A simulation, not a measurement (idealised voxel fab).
process module | voxel capacitor over wiring
cross-section cut | 285 nm wide | cells 5 nm
A cross-section is a grid of square cells, given in bands from the top down. A band is one or more rows of cells.
Each band's line starts with the height of the band's top and of its bottom, in nm. Then come its materials from left to right, each with its width in nm. One material with "throughout" fills the band from edge to edge. "air" is empty space.
Height 0 is the level under which the wafer as received is all one material. The lowest band goes on downwards, as in "0 down".
A width such as "30 to 40" changes by the same amount from each row of cells to the next, from the band's top row to its bottom row.
"no change" after a step means that no cell of the cross-section changed.
closed voids: empty space of 8 cells or more with no open way to the top, each as width x height at its distance from the left edge, in nm
after a step's settings: what the simulator itself notes on the step
overlay nm, on a step with a mask: how far to the right of its planned place the mask lay; to the left if negative
plan
1 op RECEIVE | material Si
2 op CONFORMAL_DEP | material SiO2 | thk nm 15
3 op CONFORMAL_DEP | material SiN | thk nm 5
4 op DIRECTIONAL_DEP | material SiO2 | thk nm 20
5 op MASKED_ETCH | tone open | mask id METAL_1 | width nm 25 | pitch nm 80 | etch materials SiO2 | depth nm 20 | overlay nm 0
6 op MASKED_ETCH | tone open | mask id METAL_1 | width nm 25 | pitch nm 80 | etch materials SiN | depth nm 5 | overlay nm 0
7 op CONFORMAL_DEP | material TiN | thk nm 5
8 op FILL_DEP | material W | thk nm 5
9 op CMP | height nm 40
10 op CONFORMAL_DEP | material SiCN | thk nm 5
11 op DIRECTIONAL_DEP | material SiO2 | thk nm 20
12 op PATTERN | tone open | mask id PLUG_1 | material resist | width nm 15 | thk nm 20 | overlay nm 0
13 op DIRECTIONAL_ETCH | etch materials SiO2 | depth nm 20
14 op DIRECTIONAL_ETCH | etch materials SiCN | depth nm 5
15 op STRIP | etch materials resist
16 op CONFORMAL_DEP | material TiN | thk nm 5
17 op FILL_DEP | material Ru | thk nm 10
18 op CMP | height nm 65
19 op DIRECTIONAL_DEP | material TiN | thk nm 5
20 op DIRECTIONAL_DEP | material HfO2 | thk nm 5
21 op DIRECTIONAL_DEP | material TiN | thk nm 5
22 op DIRECTIONAL_DEP | material aC | thk nm 15
23 op PATTERN | tone cover | mask id UPPER_PLATE | material resist | width nm 60 | thk nm 35 | overlay nm 0
24 op DIRECTIONAL_ETCH | etch materials aC | depth nm 15
25 op STRIP | etch materials resist
26 op DIRECTIONAL_ETCH | etch materials TiN | depth nm 5
27 op DIRECTIONAL_ETCH | etch materials HfO2 | depth nm 5
28 op STRIP | etch materials aC
29 op DIRECTIONAL_DEP | material aC | thk nm 15
30 op PATTERN | tone cover | mask id LOWER_PLATE | material resist | width nm 70 | thk nm 30 | overlay nm 0
31 op DIRECTIONAL_ETCH | etch materials aC | depth nm 15
32 op STRIP | etch materials resist
33 op DIRECTIONAL_ETCH | etch materials TiN | depth nm 5
34 op STRIP | etch materials aC
35 op FILL_DEP | material SiO2 | thk nm 20
36 op CMP | height nm 95
37 op PATTERN | tone open | mask id PLUG_2 | material resist | width nm 15 | thk nm 20 | overlay nm 0
38 op DIRECTIONAL_ETCH | etch materials SiO2 | depth nm 15
39 op STRIP | etch materials resist
40 op CONFORMAL_DEP | material TiN | thk nm 5
41 op FILL_DEP | material Cu | thk nm 10
42 op CMP | height nm 95
43 op CONFORMAL_DEP | material SiN | thk nm 5
varied across the wafers: thk nm of step 19. The plan shows the first wafer's value. All wafers start alike
first wafer as received, after step 1
  0 down: Si throughout
  closed voids: none
first wafer at the end, after step 43
  100 to 95: SiN throughout
  95 to 85: SiO2 110 | TiN 5 | Cu 5 | TiN 5 | SiO2 160
  85 to 75: SiO2 110 to 100 | TiN 15 to 60 | SiO2 160 to 125
  75 to 70: SiO2 100 | HfO2 60 | SiO2 125
  70 to 65: SiO2 95 | TiN 70 | SiO2 120
  65 to 45: SiO2 100 | TiN 5 | Ru 5 | TiN 5 | SiO2 170
  45 to 40: SiCN 100 | TiN 15 | SiCN 170
  40 to 20: SiO2 90 | TiN 5 | W 15 | TiN 5 | SiO2 55 | TiN 5 | W 15 | TiN 5 | SiO2 90
  20 to 15: SiN 90 | TiN 25 | SiN 55 | TiN 25 | SiN 90
  15 to 0: SiO2 throughout
  0 down: Si throughout
  closed voids: none
last wafer at the end
  100 to 95: SiN throughout
  95 to 90: SiO2 100 | TiN 60 | SiO2 125
  90 to 85: SiO2 100 | HfO2 60 | SiO2 125
  85 to 80: SiO2 95 | TiN 70 | SiO2 120
  80 to 65: TiN throughout
  65 to 45: SiO2 100 | TiN 5 | Ru 5 | TiN 5 | SiO2 170
  45 to 40: SiCN 100 | TiN 15 | SiCN 170
  40 to 20: SiO2 90 | TiN 5 | W 15 | TiN 5 | SiO2 55 | TiN 5 | W 15 | TiN 5 | SiO2 90
  20 to 15: SiN 90 | TiN 25 | SiN 55 | TiN 25 | SiN 90
  15 to 0: SiO2 throughout
  0 down: Si throughout
  closed voids: none
each wafer at the end: cells of each material gained (+) or lost (-) since it was received, then its closed voids
thk nm 5 | +2 Cu | +12 HfO2 | +4 Ru | +54 SiCN | +104 SiN | +870 SiO2 | +70 TiN | +24 W | closed voids: none
thk nm 10 | +1 Cu | +12 HfO2 | +4 Ru | +54 SiCN | +104 SiN | +816 SiO2 | +125 TiN | +24 W | closed voids: none
thk nm 15 | +12 HfO2 | +4 Ru | +54 SiCN | +104 SiN | +762 SiO2 | +180 TiN | +24 W | closed voids: none
thk nm 20 | +12 HfO2 | +4 Ru | +54 SiCN | +104 SiN | +708 SiO2 | +234 TiN | +24 W | closed voids: none
